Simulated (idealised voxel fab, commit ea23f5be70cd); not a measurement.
process module | voxel wiring stack
cross-section cut | 180 nm wide | cells 5 nm
A cross-section is a grid of square cells, given in bands from the top down. A band is one or more rows of cells.
Each band's line starts with the height of the band's top and of its bottom, in nm. Then come its materials from left to right, each with its width in nm. One material with "throughout" fills the band from edge to edge. "air" is empty space.
Height 0 is the level under which the wafer as received is all one material. The lowest band goes on downwards, as in "0 down".
A width such as "30 to 40" changes by the same amount from each row of cells to the next, from the band's top row to its bottom row.
"no change" after a step means that no cell of the cross-section changed.
closed voids: empty space of 8 cells or more with no open way to the top, each as width x height at its distance from the left edge, in nm
after a step's settings: what the simulator itself notes on the step
overlay nm, on a step with a mask: how far to the right of its planned place the mask lay; to the left if negative
Each pair below shows a cross-section before one step and the cross-section after it, down to the lowest band that changed. The line under each pair gives the step between them, with its settings. The pairs can come from different runs of this module on the same starting wafer, so a pair continues from the pair above only where its "before" says so.
before
  160 to 145: lowk 45 | air 30 | lowk 25 | air 30 | lowk 50
  145 to 135: lowk 45 | air 15 | lowk 40 | air 15 | lowk 65
  135 to 130: SiCN 45 | air 15 | SiCN 40 | air 15 | SiCN 65
  130 to 105: SiO2 40 | SiCN 5 | Ru 30 | SiCN 5 | SiO2 15 | SiCN 5 | Ru 30 | SiCN 5 | SiO2 45
  105 to 100: SiCN 45 | TiN 30 | SiCN 25 | TiN 30 | SiCN 50
  100 to 85: SiO2 45 | TiN 5 | Ru 5 | TiN 5 | SiO2 40 | TiN 5 | Ru 5 | TiN 5 | SiO2 65
  85 to 80: SiCN 45 | TiN 15 | SiCN 40 | TiN 15 | SiCN 65
  80 to 65: SiO2 45 | TiN 5 | W 20 | TiN 5 | SiO2 25 | TiN 5 | W 20 | TiN 5 | SiO2 50
  65 to 60: SiCN 45 | TiN 30 | SiCN 25 | TiN 30 | SiCN 50
  60 to 45: lowk 45 | Ru 15 | lowk 120
  45 to 40: SiCN 45 | Ru 15 | SiCN 120
  40 to 35: TiN 50 | Cu 20 | TiN 35 | Cu 20 | TiN 55
  35 to 15: SiO2 45 | TiN 5 | Cu 20 | TiN 5 | SiO2 25 | TiN 5 | Cu 20 | TiN 5 | SiO2 50
  15 to 10: SiO2 45 | TiN 30 | SiO2 25 | TiN 30 | SiO2 50
  10 to 0: SiO2 throughout
  0 down: Si throughout
  closed voids: none
after
  165 to 160: TiN 50 | air 20 | TiN 35 | air 20 | TiN 55
  160 to 150: lowk 45 | TiN 5 | air 20 | TiN 5 | lowk 25 | TiN 5 | air 20 | TiN 5 | lowk 50
  150 to 145: lowk 45 | TiN 5 | air 5 | TiN 20 | lowk 25 | TiN 5 | air 5 | TiN 20 | lowk 50
  145 to 135: lowk 45 | TiN 5 | air 5 | TiN 5 | lowk 40 | TiN 5 | air 5 | TiN 5 | lowk 65
  135 to 130: SiCN 45 | TiN 15 | SiCN 40 | TiN 15 | SiCN 65
  below 130: unchanged
  closed voids: none
the step between: op CONFORMAL_DEP | material TiN | thk nm 5
before: the cross-section after the pair above
after
  175 to 165: Cu throughout
  165 to 160: TiN 50 | Cu 20 | TiN 35 | Cu 20 | TiN 55
  160 to 150: lowk 45 | TiN 5 | Cu 20 | TiN 5 | lowk 25 | TiN 5 | Cu 20 | TiN 5 | lowk 50
  150 to 145: lowk 45 | TiN 5 | Cu 5 | TiN 20 | lowk 25 | TiN 5 | Cu 5 | TiN 20 | lowk 50
  145 to 135: lowk 45 | TiN 5 | Cu 5 | TiN 5 | lowk 40 | TiN 5 | Cu 5 | TiN 5 | lowk 65
  below 135: unchanged
  closed voids: none
the step between: op FILL_DEP | material Cu | thk nm 10
before: the cross-section after the pair above
after
  160 to 150: lowk 45 | TiN 5 | Cu 20 | TiN 5 | lowk 25 | TiN 5 | Cu 20 | TiN 5 | lowk 50
  below 150: unchanged
  closed voids: none
the step between: op CMP | height nm 160
before: the cross-section after the pair above
after
  165 to 160: SiCN throughout
  below 160: unchanged
  closed voids: none
the step between: op CONFORMAL_DEP | material SiCN | thk nm 5
before
  60 to 45: lowk 45 | Ru 15 | lowk 120
  45 to 40: SiCN 45 | Ru 15 | SiCN 120
  40 to 15: SiO2 45 | TiN 5 | Cu 20 | TiN 5 | SiO2 25 | TiN 5 | Cu 20 | TiN 5 | SiO2 50
  15 to 10: SiN 45 | TiN 30 | SiN 25 | TiN 30 | SiN 50
  10 to 0: SiO2 throughout
  0 down: Si throughout
  closed voids: none
after
  70 to 60: air 35 | Ru 35 | air 110
  below 60: unchanged
  closed voids: none
the step between: op EPI | material Ru | thk nm 10
before: the cross-section after the pair above
after
  75 to 70: air 30 | SiCN 45 | air 105
  70 to 65: air 30 | SiCN 5 | Ru 35 | SiCN 5 | air 105
  65 to 60: SiCN 35 | Ru 35 | SiCN 110
  below 60: unchanged
  closed voids: none
the step between: op CONFORMAL_DEP | material SiCN | thk nm 5
before: the cross-section after the pair above
after
  90 to 80: air 30 | SiO2 45 | air 105
  80 to 75: SiO2 throughout
  75 to 70: SiO2 30 | SiCN 45 | SiO2 105
  70 to 65: SiO2 30 | SiCN 5 | Ru 35 | SiCN 5 | SiO2 105
  below 65: unchanged
  closed voids: none
the step between: op DIRECTIONAL_DEP | material SiO2 | thk nm 15
before: the cross-section after the pair above
after
  105 to 95: air 30 | aC 45 | air 105
  95 to 90: aC throughout
  90 to 80: aC 30 | SiO2 45 | aC 105
  below 80: unchanged
  closed voids: none
the step between: op DIRECTIONAL_DEP | material aC | thk nm 15
before: the cross-section after the pair above
after
  140 to 105: resist 45 | air 30 | resist 25 | air 30 | resist 50
  105 to 95: resist 30 | aC 45 | resist 25 | air 30 | resist 50
  below 95: unchanged
  closed voids: none
the step between: op PATTERN | tone open | mask id METAL_2 | material resist | width nm 30 | pitch nm 55 | thk nm 35 | overlay nm 0
before: the cross-section after the pair above
after
  125 to 105: resist 45 | air 30 | resist 25 | air 30 | resist 50
  105 to 95: resist 30 | aC 15 | air 30 | resist 25 | air 30 | resist 50
  95 to 90: aC 45 | air 30 | aC 25 | air 30 | aC 50
  90 to 80: aC 30 | SiO2 45 | aC 25 | air 30 | aC 50
  below 80: unchanged
  closed voids: none
the step between: op DIRECTIONAL_ETCH | etch materials aC | depth nm 15
before: the cross-section after the pair above
after
  105 to 95: air 30 | aC 15 | air 135
  below 95: unchanged
  closed voids: none
the step between: op STRIP | etch materials resist
before: the cross-section after the pair above
after
  105 to 95: air 30 | aC 15 | air 135
  95 to 90: aC 45 | air 30 | aC 25 | air 30 | aC 50
  90 to 80: aC 30 | SiO2 15 | air 30 | aC 25 | air 30 | aC 50
  80 to 75: SiO2 45 | air 30 | SiO2 25 | air 30 | SiO2 50
  75 to 70: SiO2 30 | SiCN 45 | SiO2 25 | air 30 | SiO2 50
  70 to 65: SiO2 30 | SiCN 5 | Ru 35 | SiCN 5 | SiO2 25 | air 30 | SiO2 50
  below 65: unchanged
  closed voids: none
the step between: op DIRECTIONAL_ETCH | etch materials SiO2 | depth nm 15
before: the cross-section after the pair above
after
  105 to 95: air 30 | aC 15 | air 135
  95 to 90: aC 45 | air 30 | aC 25 | air 30 | aC 50
  90 to 80: aC 30 | SiO2 15 | air 30 | aC 25 | air 30 | aC 50
  80 to 75: SiO2 45 | air 30 | SiO2 25 | air 30 | SiO2 50
  75 to 70: SiO2 30 | SiCN 15 | air 30 | SiO2 25 | air 30 | SiO2 50
  70 to 65: SiO2 30 | SiCN 5 | Ru 35 | SiCN 5 | SiO2 25 | air 30 | SiO2 50
  65 to 60: SiCN 35 | Ru 35 | SiCN 30 | air 30 | SiCN 50
  below 60: unchanged
  closed voids: none
the step between: op DIRECTIONAL_ETCH | etch materials SiCN | depth nm 5
before: the cross-section after the pair above
after
  90 to 80: air 30 | SiO2 15 | air 135
  below 80: unchanged
  closed voids: none
the step between: op STRIP | etch materials aC
before: the cross-section after the pair above
after
  95 to 90: air 25 | TiN 25 | air 130
  90 to 85: air 25 | TiN 5 | SiO2 15 | TiN 5 | air 130
  85 to 80: TiN 30 | SiO2 15 | TiN 5 | air 20 | TiN 35 | air 20 | TiN 55
  80 to 75: SiO2 45 | TiN 5 | air 20 | TiN 5 | SiO2 25 | TiN 5 | air 20 | TiN 5 | SiO2 50
  75 to 70: SiO2 30 | SiCN 15 | TiN 30 | SiO2 25 | TiN 5 | air 20 | TiN 5 | SiO2 50
  70 to 65: SiO2 30 | SiCN 5 | Ru 35 | SiCN 5 | SiO2 25 | TiN 5 | air 20 | TiN 5 | SiO2 50
  65 to 60: SiCN 35 | Ru 35 | SiCN 30 | TiN 30 | SiCN 50
  below 60: unchanged
  closed voids: none
the step between: op CONFORMAL_DEP | material TiN | thk nm 5
before: the cross-section after the pair above
after
  105 to 95: W throughout
  95 to 90: W 25 | TiN 25 | W 130
  90 to 85: W 25 | TiN 5 | SiO2 15 | TiN 5 | W 130
  85 to 80: TiN 30 | SiO2 15 | TiN 5 | W 20 | TiN 35 | W 20 | TiN 55
  80 to 75: SiO2 45 | TiN 5 | W 20 | TiN 5 | SiO2 25 | TiN 5 | W 20 | TiN 5 | SiO2 50
  75 to 70: SiO2 30 | SiCN 15 | TiN 30 | SiO2 25 | TiN 5 | W 20 | TiN 5 | SiO2 50
  70 to 65: SiO2 30 | SiCN 5 | Ru 35 | SiCN 5 | SiO2 25 | TiN 5 | W 20 | TiN 5 | SiO2 50
  below 65: unchanged
  closed voids: none
the step between: op FILL_DEP | material W | thk nm 10
before: the cross-section after the pair above
after
  80 to 75: SiO2 45 | TiN 5 | W 20 | TiN 5 | SiO2 25 | TiN 5 | W 20 | TiN 5 | SiO2 50
  below 75: unchanged
  closed voids: none
the step between: op CMP | height nm 80
before: the cross-section after the pair above
after
  85 to 80: SiCN throughout
  below 80: unchanged
  closed voids: none
the step between: op CONFORMAL_DEP | material SiCN | thk nm 5
before: the cross-section after the pair above
after
  100 to 85: SiO2 throughout
  below 85: unchanged
  closed voids: none
the step between: op DIRECTIONAL_DEP | material SiO2 | thk nm 15
before: the cross-section after the pair above
after
  115 to 100: aC throughout
  below 100: unchanged
  closed voids: none
the step between: op DIRECTIONAL_DEP | material aC | thk nm 15
before: the cross-section after the pair above
after
  145 to 115: resist 45 | air 15 | resist 40 | air 15 | resist 65
  below 115: unchanged
  closed voids: none
the step between: op PATTERN | tone open | mask id PLUG_2 | material resist | width nm 15 | pitch nm 55 | thk nm 30 | overlay nm 0
before: the cross-section after the pair above
after
  130 to 115: resist 45 | air 15 | resist 40 | air 15 | resist 65
  115 to 100: aC 45 | air 15 | aC 40 | air 15 | aC 65
  below 100: unchanged
  closed voids: none
the step between: op DIRECTIONAL_ETCH | etch materials aC | depth nm 15
before: the cross-section after the pair above
after
  115 to 100: aC 45 | air 15 | aC 40 | air 15 | aC 65
  below 100: unchanged
  closed voids: none
the step between: op STRIP | etch materials resist
before: the cross-section after the pair above
after
  115 to 100: aC 45 | air 15 | aC 40 | air 15 | aC 65
  100 to 85: SiO2 45 | air 15 | SiO2 40 | air 15 | SiO2 65
  below 85: unchanged
  closed voids: none
the step between: op DIRECTIONAL_ETCH | etch materials SiO2 | depth nm 15
before: the cross-section after the pair above
after
  115 to 100: aC 45 | air 15 | aC 40 | air 15 | aC 65
  100 to 85: SiO2 45 | air 15 | SiO2 40 | air 15 | SiO2 65
  85 to 80: SiCN 45 | air 15 | SiCN 40 | air 15 | SiCN 65
  below 80: unchanged
  closed voids: none
the step between: op DIRECTIONAL_ETCH | etch materials SiCN | depth nm 5
before: the cross-section after the pair above
after
  100 to 85: SiO2 45 | air 15 | SiO2 40 | air 15 | SiO2 65
  below 85: unchanged
  closed voids: none
the step between: op STRIP | etch materials aC
before: the cross-section after the pair above
after
  105 to 100: TiN 50 | air 5 | TiN 50 | air 5 | TiN 70
  100 to 85: SiO2 45 | TiN 5 | air 5 | TiN 5 | SiO2 40 | TiN 5 | air 5 | TiN 5 | SiO2 65
  85 to 80: SiCN 45 | TiN 15 | SiCN 40 | TiN 15 | SiCN 65
  below 80: unchanged
  closed voids: none
the step between: op CONFORMAL_DEP | material TiN | thk nm 5
before: the cross-section after the pair above
after
  110 to 105: Ru throughout
  105 to 100: TiN 50 | Ru 5 | TiN 50 | Ru 5 | TiN 70
  100 to 85: SiO2 45 | TiN 5 | Ru 5 | TiN 5 | SiO2 40 | TiN 5 | Ru 5 | TiN 5 | SiO2 65
  below 85: unchanged
  closed voids: none
the step between: op FILL_DEP | material Ru | thk nm 5
before: the cross-section after the pair above
after
  100 to 85: SiO2 45 | TiN 5 | Ru 5 | TiN 5 | SiO2 40 | TiN 5 | Ru 5 | TiN 5 | SiO2 65
  below 85: unchanged
  closed voids: none
the step between: op CMP | height nm 100
before: the cross-section after the pair above
after
  105 to 100: TiN throughout
  below 100: unchanged
  closed voids: none
the step between: op DIRECTIONAL_DEP | material TiN | thk nm 5
before: the cross-section after the pair above
after
  130 to 105: Ru throughout
  below 105: unchanged
  closed voids: none
the step between: op DIRECTIONAL_DEP | material Ru | thk nm 25
before: the cross-section after the pair above
after
  130 to 105: air 45 | Ru 30 | air 25 | Ru 30 | air 50
  below 105: unchanged
  closed voids: none
the step between: op MASKED_ETCH | tone cover | mask id METAL_3 | width nm 30 | pitch nm 55 | etch materials Ru | depth nm 25 | overlay nm 0
before: the cross-section after the pair above
after
  130 to 105: air 45 | Ru 30 | air 25 | Ru 30 | air 50
  105 to 100: air 45 | TiN 30 | air 25 | TiN 30 | air 50
  below 100: unchanged
  closed voids: none
the step between: op MASKED_ETCH | tone cover | mask id METAL_3 | width nm 30 | pitch nm 55 | etch materials TiN | depth nm 5 | overlay nm 0
before: the cross-section after the pair above
after
  135 to 130: air 40 | SiCN 40 | air 15 | SiCN 40 | air 45
  130 to 105: air 40 | SiCN 5 | Ru 30 | SiCN 5 | air 15 | SiCN 5 | Ru 30 | SiCN 5 | air 45
  105 to 100: SiCN 45 | TiN 30 | SiCN 25 | TiN 30 | SiCN 50
  below 100: unchanged
  closed voids: none
the step between: op CONFORMAL_DEP | material SiCN | thk nm 5
before: the cross-section after the pair above
after
  140 to 135: SiO2 throughout
  135 to 130: SiO2 40 | SiCN 40 | SiO2 15 | SiCN 40 | SiO2 45
  130 to 105: SiO2 40 | SiCN 5 | Ru 30 | SiCN 5 | SiO2 15 | SiCN 5 | Ru 30 | SiCN 5 | SiO2 45
  below 105: unchanged
  closed voids: none
the step between: op FILL_DEP | material SiO2 | thk nm 5
before: the cross-section after the pair above
after
  130 to 105: SiO2 40 | SiCN 5 | Ru 30 | SiCN 5 | SiO2 15 | SiCN 5 | Ru 30 | SiCN 5 | SiO2 45
  below 105: unchanged
  closed voids: none
the step between: op CMP | height nm 130
before: the cross-section after the pair above
after
  135 to 130: SiCN throughout
  below 130: unchanged
  closed voids: none
the step between: op CONFORMAL_DEP | material SiCN | thk nm 5
before: the cross-section after the pair above
after
  160 to 135: lowk throughout
  below 135: unchanged
  closed voids: none
the step between: op DIRECTIONAL_DEP | material lowk | thk nm 25
before: the cross-section after the pair above
after
  175 to 160: resist 45 | air 15 | resist 40 | air 15 | resist 65
  below 160: unchanged
  closed voids: none
the step between: op PATTERN | tone open | mask id METAL_4_HOLES | material resist | width nm 15 | pitch nm 55 | thk nm 15 | overlay nm 0
before: the cross-section after the pair above
after
  175 to 160: resist 45 | air 15 | resist 40 | air 15 | resist 65
  160 to 135: lowk 45 | air 15 | lowk 40 | air 15 | lowk 65
  below 135: unchanged
  closed voids: none
the step between: op DIRECTIONAL_ETCH | etch materials lowk | depth nm 25
before: the cross-section after the pair above
after
  160 to 135: lowk 45 | air 15 | lowk 40 | air 15 | lowk 65
  below 135: unchanged
  closed voids: none
the step between: op STRIP | etch materials resist
before: the cross-section after the pair above
after
  160 to 145: lowk 45 | air 30 | lowk 25 | air 30 | lowk 50
  below 145: unchanged
  closed voids: none
the step between: op MASKED_ETCH | tone open | mask id METAL_4 | width nm 30 | pitch nm 55 | etch materials lowk | depth nm 15 | overlay nm 0
before: the cross-section after the pair above
after
  160 to 145: lowk 45 | air 30 | lowk 25 | air 30 | lowk 50
  145 to 135: lowk 45 | air 15 | lowk 40 | air 15 | lowk 65
  135 to 130: SiCN 45 | air 15 | SiCN 40 | air 15 | SiCN 65
  below 130: unchanged
  closed voids: none
the step between: op MASKED_ETCH | tone open | mask id METAL_4 | width nm 30 | pitch nm 55 | etch materials SiCN | depth nm 5 | overlay nm 0
before: the cross-section after the pair above
after
  165 to 160: TiN 50 | air 20 | TiN 35 | air 20 | TiN 55
  160 to 150: lowk 45 | TiN 5 | air 20 | TiN 5 | lowk 25 | TiN 5 | air 20 | TiN 5 | lowk 50
  150 to 145: lowk 45 | TiN 5 | air 5 | TiN 20 | lowk 25 | TiN 5 | air 5 | TiN 20 | lowk 50
  145 to 135: lowk 45 | TiN 5 | air 5 | TiN 5 | lowk 40 | TiN 5 | air 5 | TiN 5 | lowk 65
  135 to 130: SiCN 45 | TiN 15 | SiCN 40 | TiN 15 | SiCN 65
  below 130: unchanged
  closed voids: none
the step between: op CONFORMAL_DEP | material TiN | thk nm 5
before: the cross-section after the pair above
after
  175 to 165: Cu throughout
  165 to 160: TiN 50 | Cu 20 | TiN 35 | Cu 20 | TiN 55
  160 to 150: lowk 45 | TiN 5 | Cu 20 | TiN 5 | lowk 25 | TiN 5 | Cu 20 | TiN 5 | lowk 50
  150 to 145: lowk 45 | TiN 5 | Cu 5 | TiN 20 | lowk 25 | TiN 5 | Cu 5 | TiN 20 | lowk 50
  145 to 135: lowk 45 | TiN 5 | Cu 5 | TiN 5 | lowk 40 | TiN 5 | Cu 5 | TiN 5 | lowk 65
  below 135: unchanged
  closed voids: none
the step between: op FILL_DEP | material Cu | thk nm 10
before: the cross-section after the pair above
after
  160 to 150: lowk 45 | TiN 5 | Cu 20 | TiN 5 | lowk 25 | TiN 5 | Cu 20 | TiN 5 | lowk 50
  below 150: unchanged
  closed voids: none
the step between: op CMP | height nm 160
before: the cross-section after the pair above
after
  165 to 160: SiCN throughout
  below 160: unchanged
  closed voids: none
the step between: op CONFORMAL_DEP | material SiCN | thk nm 5
before
  80 to 65: SiO2 45 | TiN 5 | W 20 | TiN 5 | SiO2 25 | TiN 5 | W 20 | TiN 5 | SiO2 50
  65 to 60: SiCN 45 | TiN 30 | SiCN 25 | TiN 30 | SiCN 50
  60 to 45: lowk 45 | Ru 15 | lowk 120
  45 to 40: SiCN 45 | Ru 15 | SiCN 120
  40 to 15: SiO2 45 | TiN 5 | Cu 20 | TiN 5 | SiO2 25 | TiN 5 | Cu 20 | TiN 5 | SiO2 50
  15 to 10: SiN 45 | TiN 30 | SiN 25 | TiN 30 | SiN 50
  10 to 0: SiO2 throughout
  0 down: Si throughout
  closed voids: none
after
  95 to 80: SiO2 throughout
  below 80: unchanged
  closed voids: none
the step between: op DIRECTIONAL_DEP | material SiO2 | thk nm 15
before: the cross-section after the pair above
after
  100 to 95: SiCN throughout
  below 95: unchanged
  closed voids: none
the step between: op CONFORMAL_DEP | material SiCN | thk nm 5
before: the cross-section after the pair above
after
  115 to 100: aC throughout
  below 100: unchanged
  closed voids: none
the step between: op DIRECTIONAL_DEP | material aC | thk nm 15
before: the cross-section after the pair above
after
  145 to 115: resist 45 | air 15 | resist 40 | air 15 | resist 65
  below 115: unchanged
  closed voids: none
the step between: op PATTERN | tone open | mask id PLUG_2 | material resist | width nm 15 | pitch nm 55 | thk nm 30 | overlay nm 0
before: the cross-section after the pair above
after
  130 to 115: resist 45 | air 15 | resist 40 | air 15 | resist 65
  115 to 100: aC 45 | air 15 | aC 40 | air 15 | aC 65
  below 100: unchanged
  closed voids: none
the step between: op DIRECTIONAL_ETCH | etch materials aC | depth nm 15
before: the cross-section after the pair above
after
  115 to 100: aC 45 | air 15 | aC 40 | air 15 | aC 65
  below 100: unchanged
  closed voids: none
the step between: op STRIP | etch materials resist
before: the cross-section after the pair above
after
  115 to 100: aC 45 | air 15 | aC 40 | air 15 | aC 65
  100 to 95: SiCN 45 | air 15 | SiCN 40 | air 15 | SiCN 65
  below 95: unchanged
  closed voids: none
the step between: op DIRECTIONAL_ETCH | etch materials SiCN | depth nm 5
before: the cross-section after the pair above
after
  100 to 95: SiCN 45 | air 15 | SiCN 40 | air 15 | SiCN 65
  below 95: unchanged
  closed voids: none
the step between: op STRIP | etch materials aC
before: the cross-section after the pair above
after
  105 to 100: TiN 50 | air 5 | TiN 50 | air 5 | TiN 70
  100 to 95: SiCN 45 | TiN 15 | SiCN 40 | TiN 15 | SiCN 65
  below 95: unchanged
  closed voids: none
the step between: op CONFORMAL_DEP | material TiN | thk nm 5
before: the cross-section after the pair above
after
  110 to 105: Ru throughout
  105 to 100: TiN 50 | Ru 5 | TiN 50 | Ru 5 | TiN 70
  below 100: unchanged
  closed voids: none
the step between: op FILL_DEP | material Ru | thk nm 5
before: the cross-section after the pair above
after
  100 to 95: SiCN 45 | TiN 15 | SiCN 40 | TiN 15 | SiCN 65
  below 95: unchanged
  closed voids: none
the step between: op CMP | height nm 100
before: the cross-section after the pair above
after
  105 to 100: TiN throughout
  below 100: unchanged
  closed voids: none
the step between: op DIRECTIONAL_DEP | material TiN | thk nm 5
before: the cross-section after the pair above
after
  130 to 105: Ru throughout
  below 105: unchanged
  closed voids: none
the step between: op DIRECTIONAL_DEP | material Ru | thk nm 25
before: the cross-section after the pair above
after
  130 to 105: air 45 | Ru 30 | air 25 | Ru 30 | air 50
  below 105: unchanged
  closed voids: none
the step between: op MASKED_ETCH | tone cover | mask id METAL_3 | width nm 30 | pitch nm 55 | etch materials Ru | depth nm 25 | overlay nm 0
before: the cross-section after the pair above
after
  130 to 105: air 45 | Ru 30 | air 25 | Ru 30 | air 50
  105 to 100: air 45 | TiN 30 | air 25 | TiN 30 | air 50
  below 100: unchanged
  closed voids: none
the step between: op MASKED_ETCH | tone cover | mask id METAL_3 | width nm 30 | pitch nm 55 | etch materials TiN | depth nm 5 | overlay nm 0
before: the cross-section after the pair above
after
  135 to 130: air 40 | SiCN 40 | air 15 | SiCN 40 | air 45
  130 to 105: air 40 | SiCN 5 | Ru 30 | SiCN 5 | air 15 | SiCN 5 | Ru 30 | SiCN 5 | air 45
  105 to 95: SiCN 45 | TiN 30 to 15 | SiCN 25 to 40 | TiN 30 to 15 | SiCN 50 to 65
  below 95: unchanged
  closed voids: none
the step between: op CONFORMAL_DEP | material SiCN | thk nm 5
before: the cross-section after the pair above
after
  140 to 135: SiO2 throughout
  135 to 130: SiO2 40 | SiCN 40 | SiO2 15 | SiCN 40 | SiO2 45
  130 to 105: SiO2 40 | SiCN 5 | Ru 30 | SiCN 5 | SiO2 15 | SiCN 5 | Ru 30 | SiCN 5 | SiO2 45
  below 105: unchanged
  closed voids: none
the step between: op FILL_DEP | material SiO2 | thk nm 5
before: the cross-section after the pair above
after
  130 to 105: SiO2 40 | SiCN 5 | Ru 30 | SiCN 5 | SiO2 15 | SiCN 5 | Ru 30 | SiCN 5 | SiO2 45
  below 105: unchanged
  closed voids: none
the step between: op CMP | height nm 130
before: the cross-section after the pair above
after
  135 to 130: SiCN throughout
  below 130: unchanged
  closed voids: none
the step between: op CONFORMAL_DEP | material SiCN | thk nm 5
before: the cross-section after the pair above
after
  160 to 135: lowk throughout
  below 135: unchanged
  closed voids: none
the step between: op DIRECTIONAL_DEP | material lowk | thk nm 25
before: the cross-section after the pair above
after
  175 to 160: resist 45 | air 15 | resist 40 | air 15 | resist 65
  below 160: unchanged
  closed voids: none
the step between: op PATTERN | tone open | mask id METAL_4_HOLES | material resist | width nm 15 | pitch nm 55 | thk nm 15 | overlay nm 0
before: the cross-section after the pair above
after
  175 to 160: resist 45 | air 15 | resist 40 | air 15 | resist 65
  160 to 135: lowk 45 | air 15 | lowk 40 | air 15 | lowk 65
  below 135: unchanged
  closed voids: none
the step between: op DIRECTIONAL_ETCH | etch materials lowk | depth nm 25
before: the cross-section after the pair above
after
  160 to 135: lowk 45 | air 15 | lowk 40 | air 15 | lowk 65
  below 135: unchanged
  closed voids: none
the step between: op STRIP | etch materials resist
before: the cross-section after the pair above
after
  160 to 145: lowk 45 | air 30 | lowk 25 | air 30 | lowk 50
  below 145: unchanged
  closed voids: none
the step between: op MASKED_ETCH | tone open | mask id METAL_4 | width nm 30 | pitch nm 55 | etch materials lowk | depth nm 15 | overlay nm 0
before: the cross-section after the pair above
after
  160 to 145: lowk 45 | air 30 | lowk 25 | air 30 | lowk 50
  145 to 135: lowk 45 | air 15 | lowk 40 | air 15 | lowk 65
  135 to 130: SiCN 45 | air 15 | SiCN 40 | air 15 | SiCN 65
  below 130: unchanged
  closed voids: none
the step between: op MASKED_ETCH | tone open | mask id METAL_4 | width nm 30 | pitch nm 55 | etch materials SiCN | depth nm 5 | overlay nm 0
before: the cross-section after the pair above
after
  165 to 160: TiN 50 | air 20 | TiN 35 | air 20 | TiN 55
  160 to 150: lowk 45 | TiN 5 | air 20 | TiN 5 | lowk 25 | TiN 5 | air 20 | TiN 5 | lowk 50
  150 to 145: lowk 45 | TiN 5 | air 5 | TiN 20 | lowk 25 | TiN 5 | air 5 | TiN 20 | lowk 50
  145 to 135: lowk 45 | TiN 5 | air 5 | TiN 5 | lowk 40 | TiN 5 | air 5 | TiN 5 | lowk 65
  135 to 130: SiCN 45 | TiN 15 | SiCN 40 | TiN 15 | SiCN 65
  below 130: unchanged
  closed voids: none
the step between: op CONFORMAL_DEP | material TiN | thk nm 5
before: the cross-section after the pair above
after
  175 to 165: Cu throughout
  165 to 160: TiN 50 | Cu 20 | TiN 35 | Cu 20 | TiN 55
  160 to 150: lowk 45 | TiN 5 | Cu 20 | TiN 5 | lowk 25 | TiN 5 | Cu 20 | TiN 5 | lowk 50
  150 to 145: lowk 45 | TiN 5 | Cu 5 | TiN 20 | lowk 25 | TiN 5 | Cu 5 | TiN 20 | lowk 50
  145 to 135: lowk 45 | TiN 5 | Cu 5 | TiN 5 | lowk 40 | TiN 5 | Cu 5 | TiN 5 | lowk 65
  below 135: unchanged
  closed voids: none
the step between: op FILL_DEP | material Cu | thk nm 10
before: the cross-section after the pair above
after
  160 to 150: lowk 45 | TiN 5 | Cu 20 | TiN 5 | lowk 25 | TiN 5 | Cu 20 | TiN 5 | lowk 50
  below 150: unchanged
  closed voids: none
the step between: op CMP | height nm 160
before: the cross-section after the pair above
after
  165 to 160: SiCN throughout
  below 160: unchanged
  closed voids: none
the step between: op CONFORMAL_DEP | material SiCN | thk nm 5
before
  85 to 80: SiCN throughout
  80 to 65: SiO2 45 | TiN 5 | W 20 | TiN 5 | SiO2 25 | TiN 5 | W 20 | TiN 5 | SiO2 50
  65 to 60: SiCN 45 | TiN 30 | SiCN 25 | TiN 30 | SiCN 50
  60 to 45: lowk 45 | Ru 15 | lowk 120
  45 to 40: SiCN 45 | Ru 15 | SiCN 120
  40 to 15: SiO2 45 | TiN 5 | Cu 20 | TiN 5 | SiO2 25 | TiN 5 | Cu 20 | TiN 5 | SiO2 50
  15 to 10: SiN 45 | TiN 30 | SiN 25 | TiN 30 | SiN 50
  10 to 0: SiO2 throughout
  0 down: Si throughout
  closed voids: none
after
  90 to 85: SiO2 throughout
  below 85: unchanged
  closed voids: none
the step between: op DIRECTIONAL_DEP | material SiO2 | thk nm 5
before: the cross-section after the pair above
after
  105 to 90: aC throughout
  below 90: unchanged
  closed voids: none
the step between: op DIRECTIONAL_DEP | material aC | thk nm 15
before: the cross-section after the pair above
after
  135 to 105: resist 45 | air 15 | resist 40 | air 15 | resist 65
  below 105: unchanged
  closed voids: none
the step between: op PATTERN | tone open | mask id PLUG_2 | material resist | width nm 15 | pitch nm 55 | thk nm 30 | overlay nm 0
before: the cross-section after the pair above
after
  120 to 105: resist 45 | air 15 | resist 40 | air 15 | resist 65
  105 to 90: aC 45 | air 15 | aC 40 | air 15 | aC 65
  below 90: unchanged
  closed voids: none
the step between: op DIRECTIONAL_ETCH | etch materials aC | depth nm 15
before: the cross-section after the pair above
after
  105 to 90: aC 45 | air 15 | aC 40 | air 15 | aC 65
  below 90: unchanged
  closed voids: none
the step between: op STRIP | etch materials resist
before: the cross-section after the pair above
after
  105 to 90: aC 45 | air 15 | aC 40 | air 15 | aC 65
  90 to 85: SiO2 45 | air 15 | SiO2 40 | air 15 | SiO2 65
  below 85: unchanged
  closed voids: none
the step between: op DIRECTIONAL_ETCH | etch materials SiO2 | depth nm 15
before: the cross-section after the pair above
after
  105 to 90: aC 45 | air 15 | aC 40 | air 15 | aC 65
  90 to 85: SiO2 45 | air 15 | SiO2 40 | air 15 | SiO2 65
  85 to 80: SiCN 45 | air 15 | SiCN 40 | air 15 | SiCN 65
  below 80: unchanged
  closed voids: none
the step between: op DIRECTIONAL_ETCH | etch materials SiCN | depth nm 5
before: the cross-section after the pair above
after
  90 to 85: SiO2 45 | air 15 | SiO2 40 | air 15 | SiO2 65
  below 85: unchanged
  closed voids: none
the step between: op STRIP | etch materials aC
before: the cross-section after the pair above
after
  95 to 90: TiN 50 | air 5 | TiN 50 | air 5 | TiN 70
  90 to 85: SiO2 45 | TiN 5 | air 5 | TiN 5 | SiO2 40 | TiN 5 | air 5 | TiN 5 | SiO2 65
  85 to 80: SiCN 45 | TiN 15 | SiCN 40 | TiN 15 | SiCN 65
  below 80: unchanged
  closed voids: none
the step between: op CONFORMAL_DEP | material TiN | thk nm 5
before: the cross-section after the pair above
after
  100 to 95: Ru throughout
  95 to 90: TiN 50 | Ru 5 | TiN 50 | Ru 5 | TiN 70
  90 to 85: SiO2 45 | TiN 5 | Ru 5 | TiN 5 | SiO2 40 | TiN 5 | Ru 5 | TiN 5 | SiO2 65
  below 85: unchanged
  closed voids: none
the step between: op FILL_DEP | material Ru | thk nm 5
before: the cross-section after the pair above
after
  105 to 100: TiN throughout
  below 100: unchanged
  closed voids: none
the step between: op DIRECTIONAL_DEP | material TiN | thk nm 5
before: the cross-section after the pair above
after
  130 to 105: Ru throughout
  below 105: unchanged
  closed voids: none
the step between: op DIRECTIONAL_DEP | material Ru | thk nm 25
before: the cross-section after the pair above
after
  130 to 105: air 45 | Ru 30 | air 25 | Ru 30 | air 50
  below 105: unchanged
  closed voids: none
the step between: op MASKED_ETCH | tone cover | mask id METAL_3 | width nm 30 | pitch nm 55 | etch materials Ru | depth nm 25 | overlay nm 0
